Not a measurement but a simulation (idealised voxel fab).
Title: Process Module voxel ribs on slabs
Xsec cut, 150 nm wide, square cell size 5 nm.
The cross-sections in this document take the form of a grid made of square cells. They are written out as bands, in order from top to bottom. Each band consists of one or more rows of cells.
Each band's line starts with the height of the band's top and of its bottom, in nm. Then come its materials from left to right, each with its width in nm. One material with "edge to edge" fills the band from edge to edge. "empty" is empty space.
Heads up on the height convention: 0 is the point under which the incoming wafer is all one material, and the lowest band has no bottom, it just keeps going down, like "z 0 and below".
So if you see something like "30->40" for the width, read it as the top row of the band sitting at the first number and the bottom row at the second, with every row in between moving by the same amount as the last.
It should be understood that the words "no change occurred", when stated for a given step, signify that the cross-section underwent no change in any of its cells during that step.
Listed in "Unvented internal voids": every empty space of 8 or more cells without an open way to the top. Form: width x height at distance, the distance being from the left edge, all in nm.
What comes after the settings on a step's line is commentary from the simulator itself on that step.
overlay nm: right-of-plan distance of the mask on a masked step; negative values mean left-of-plan.

SO HERE'S THE LINEUP OF PROCESS STEPS WE PLANNED
1: op RECEIVE | material Si
2: op DIRECTIONAL_DEP | material SiO2 | thk nm 25
3: op DIRECTIONAL_DEP | material polySi | thk nm 15
4: op DIRECTIONAL_DEP | material aC | thk nm 10
5: op PATTERN | tone cover | mask id RIB | material resist | width nm 15 | thk nm 25 | overlay nm 0
6: op DIRECTIONAL_ETCH | etch materials aC | depth nm 10
7: op STRIP | etch materials resist
8: op DIRECTIONAL_ETCH | etch materials polySi | depth nm 10
9: op STRIP | etch materials aC
10: op DIRECTIONAL_DEP | material aC | thk nm 15
11: op PATTERN | tone cover | mask id SLAB | material resist | width nm 55 | thk nm 35 | overlay nm 0
12: op DIRECTIONAL_ETCH | etch materials aC | depth nm 15
13: op STRIP | etch materials resist
14: op DIRECTIONAL_ETCH | etch materials polySi | depth nm 5
15: op STRIP | etch materials aC
16: op FILL_DEP | material SiO2 | thk nm 15
17: op CMP | height nm 50
18: op DIRECTIONAL_DEP | material TiN | thk nm 10
19: op DIRECTIONAL_DEP | material aC | thk nm 15
20: op PATTERN | tone cover | mask id HEATER | material resist | width nm 25 | thk nm 35 | overlay nm 0
21: op DIRECTIONAL_ETCH | etch materials aC | depth nm 15
22: op STRIP | etch materials resist
23: op DIRECTIONAL_ETCH | etch materials TiN | depth nm 10
24: op STRIP | etch materials aC
25: op CONFORMAL_DEP | material SiN | thk nm 5

FIRST WAFER, TWO IN TOTAL, RUN AS PLANNED

SO THIS IS THE INCOMING WAFER IN CROSS-SECTION - IT'S ALREADY BEEN THROUGH STEP 1
z 0 and below  Si edge to edge
Unvented internal voids: none

PRESENTED HERE IS A CROSS-SECTION OF THE WAFER AFTER STEP 2 HAS BEEN PERFORMED
z 25 to 0  SiO2 edge to edge
Everything below 0 is unchanged.

PRESENTED HERE IS A CROSS-SECTION OF THE WAFER AFTER STEP 3 HAS BEEN PERFORMED
z 40 to 25  polySi edge to edge
Everything below 25 is unchanged.

PRESENTED HERE IS A CROSS-SECTION OF THE WAFER AFTER STEP 4 HAS BEEN PERFORMED
z 50 to 40  aC edge to edge
Everything below 40 is unchanged.

PRESENTED HERE IS A CROSS-SECTION OF THE WAFER AFTER STEP 5 HAS BEEN PERFORMED
z 75 to 50  empty 65 nm, then resist 15 nm, then empty 70 nm
Everything below 50 is unchanged.

PRESENTED HERE IS A CROSS-SECTION OF THE WAFER AFTER STEP 6 HAS BEEN PERFORMED
z 65 to 50  empty 65 nm, then resist 15 nm, then empty 70 nm
z 50 to 40  empty 65 nm, then aC 15 nm, then empty 70 nm
Everything below 40 is unchanged.

PRESENTED HERE IS A CROSS-SECTION OF THE WAFER AFTER STEP 7 HAS BEEN PERFORMED
z 50 to 40  empty 65 nm, then aC 15 nm, then empty 70 nm
Everything below 40 is unchanged.

PRESENTED HERE IS A CROSS-SECTION OF THE WAFER AFTER STEP 8 HAS BEEN PERFORMED
z 50 to 40  empty 65 nm, then aC 15 nm, then empty 70 nm
z 40 to 30  empty 65 nm, then polySi 15 nm, then empty 70 nm
Everything below 30 is unchanged.

PRESENTED HERE IS A CROSS-SECTION OF THE WAFER AFTER STEP 9 HAS BEEN PERFORMED
z 40 to 30  empty 65 nm, then polySi 15 nm, then empty 70 nm
Everything below 30 is unchanged.

PRESENTED HERE IS A CROSS-SECTION OF THE WAFER AFTER STEP 10 HAS BEEN PERFORMED
z 55 to 45  empty 65 nm, then aC 15 nm, then empty 70 nm
z 45 to 40  aC edge to edge
z 40 to 30  aC 65 nm, then polySi 15 nm, then aC 70 nm
Everything below 30 is unchanged.

PRESENTED HERE IS A CROSS-SECTION OF THE WAFER AFTER STEP 11 HAS BEEN PERFORMED
z 90 to 55  empty 45 nm, then resist 55 nm, then empty 50 nm
z 55 to 45  empty 45 nm, then resist 20 nm, then aC 15 nm, then resist 20 nm, then empty 50 nm
Everything below 45 is unchanged.

PRESENTED HERE IS A CROSS-SECTION OF THE WAFER AFTER STEP 12 HAS BEEN PERFORMED
z 75 to 55  empty 45 nm, then resist 55 nm, then empty 50 nm
z 55 to 45  empty 45 nm, then resist 20 nm, then aC 15 nm, then resist 20 nm, then empty 50 nm
z 45 to 40  empty 45 nm, then aC 55 nm, then empty 50 nm
z 40 to 30  empty 45 nm, then aC 20 nm, then polySi 15 nm, then aC 20 nm, then empty 50 nm
Everything below 30 is unchanged.

PRESENTED HERE IS A CROSS-SECTION OF THE WAFER AFTER STEP 13 HAS BEEN PERFORMED
z 55 to 45  empty 65 nm, then aC 15 nm, then empty 70 nm
Everything below 45 is unchanged.

PRESENTED HERE IS A CROSS-SECTION OF THE WAFER AFTER STEP 14 HAS BEEN PERFORMED
z 55 to 45  empty 65 nm, then aC 15 nm, then empty 70 nm
z 45 to 40  empty 45 nm, then aC 55 nm, then empty 50 nm
z 40 to 30  empty 45 nm, then aC 20 nm, then polySi 15 nm, then aC 20 nm, then empty 50 nm
z 30 to 25  empty 45 nm, then polySi 55 nm, then empty 50 nm
Everything below 25 is unchanged.

PRESENTED HERE IS A CROSS-SECTION OF THE WAFER AFTER STEP 15 HAS BEEN PERFORMED
z 40 to 30  empty 65 nm, then polySi 15 nm, then empty 70 nm
Everything below 30 is unchanged.

PRESENTED HERE IS A CROSS-SECTION OF THE WAFER AFTER STEP 16 HAS BEEN PERFORMED
z 55 to 40  SiO2 edge to edge
z 40 to 30  SiO2 65 nm, then polySi 15 nm, then SiO2 70 nm
z 30 to 25  SiO2 45 nm, then polySi 55 nm, then SiO2 50 nm
Everything below 25 is unchanged.

PRESENTED HERE IS A CROSS-SECTION OF THE WAFER AFTER STEP 17 HAS BEEN PERFORMED
z 50 to 40  SiO2 edge to edge
Everything below 40 is unchanged.

PRESENTED HERE IS A CROSS-SECTION OF THE WAFER AFTER STEP 18 HAS BEEN PERFORMED
z 60 to 50  TiN edge to edge
Everything below 50 is unchanged.

PRESENTED HERE IS A CROSS-SECTION OF THE WAFER AFTER STEP 19 HAS BEEN PERFORMED
z 75 to 60  aC edge to edge
Everything below 60 is unchanged.

PRESENTED HERE IS A CROSS-SECTION OF THE WAFER AFTER STEP 20 HAS BEEN PERFORMED
z 110 to 75  empty 60 nm, then resist 25 nm, then empty 65 nm
Everything below 75 is unchanged.

PRESENTED HERE IS A CROSS-SECTION OF THE WAFER AFTER STEP 21 HAS BEEN PERFORMED
z 95 to 75  empty 60 nm, then resist 25 nm, then empty 65 nm
z 75 to 60  empty 60 nm, then aC 25 nm, then empty 65 nm
Everything below 60 is unchanged.

PRESENTED HERE IS A CROSS-SECTION OF THE WAFER AFTER STEP 22 HAS BEEN PERFORMED
z 75 to 60  empty 60 nm, then aC 25 nm, then empty 65 nm
Everything below 60 is unchanged.

PRESENTED HERE IS A CROSS-SECTION OF THE WAFER AFTER STEP 23 HAS BEEN PERFORMED
z 75 to 60  empty 60 nm, then aC 25 nm, then empty 65 nm
z 60 to 50  empty 60 nm, then TiN 25 nm, then empty 65 nm
Everything below 50 is unchanged.

PRESENTED HERE IS A CROSS-SECTION OF THE WAFER AFTER STEP 24 HAS BEEN PERFORMED
z 60 to 50  empty 60 nm, then TiN 25 nm, then empty 65 nm
Everything below 50 is unchanged.

PRESENTED HERE IS A CROSS-SECTION OF THE WAFER AFTER STEP 25 HAS BEEN PERFORMED
z 65 to 60  empty 55 nm, then SiN 35 nm, then empty 60 nm
z 60 to 55  empty 55 nm, then SiN 5 nm, then TiN 25 nm, then SiN 5 nm, then empty 60 nm
z 55 to 50  SiN 60 nm, then TiN 25 nm, then SiN 65 nm
Everything below 50 is unchanged.

WHAT FOLLOWS CONCERNS THE SECOND WAFER, WHICH STARTED OUT LIKE THE FIRST AND WAS MEANT TO FOLLOW THE VERY SAME PLAN; ONE MISTAKE CREPT IN WHEN IT WAS RUN, BUT EVERYTHING UP TO AND INCLUDING STEP 19 IS THE SAME AS FOR THE FIRST WAFER

SECOND WAFER, CROSS-SECTION, PLANNED END OF STEP 20
z 110 to 75  empty 65 nm, then resist 20 nm, then empty 65 nm
Everything below 75 is unchanged.

SECOND WAFER, CROSS-SECTION, PLANNED END OF STEP 21
z 95 to 75  empty 65 nm, then resist 20 nm, then empty 65 nm
z 75 to 60  empty 65 nm, then aC 20 nm, then empty 65 nm
Everything below 60 is unchanged.

SECOND WAFER, CROSS-SECTION, PLANNED END OF STEP 22
z 75 to 60  empty 65 nm, then aC 20 nm, then empty 65 nm
Everything below 60 is unchanged.

SECOND WAFER, CROSS-SECTION, PLANNED END OF STEP 23
z 75 to 60  empty 65 nm, then aC 20 nm, then empty 65 nm
z 60 to 50  empty 65 nm, then TiN 20 nm, then empty 65 nm
Everything below 50 is unchanged.

SECOND WAFER, CROSS-SECTION, PLANNED END OF STEP 24
z 60 to 50  empty 65 nm, then TiN 20 nm, then empty 65 nm
Everything below 50 is unchanged.

SECOND WAFER, CROSS-SECTION, PLANNED END OF STEP 25
z 65 to 60  empty 60 nm, then SiN 30 nm, then empty 60 nm
z 60 to 55  empty 60 nm, then SiN 5 nm, then TiN 20 nm, then SiN 5 nm, then empty 60 nm
z 55 to 50  SiN 65 nm, then TiN 20 nm, then SiN 65 nm
Everything below 50 is unchanged.
Here's what went sideways: step 20 ran differently from the plan; actual operation with settings: op PATTERN | tone cover | mask id HEATER | material resist | width nm 20 | thk nm 35 | overlay nm 0
Once processing is complete, comparing cell counts shows that the second wafer has more or fewer of certain materials than the first: TiN -2
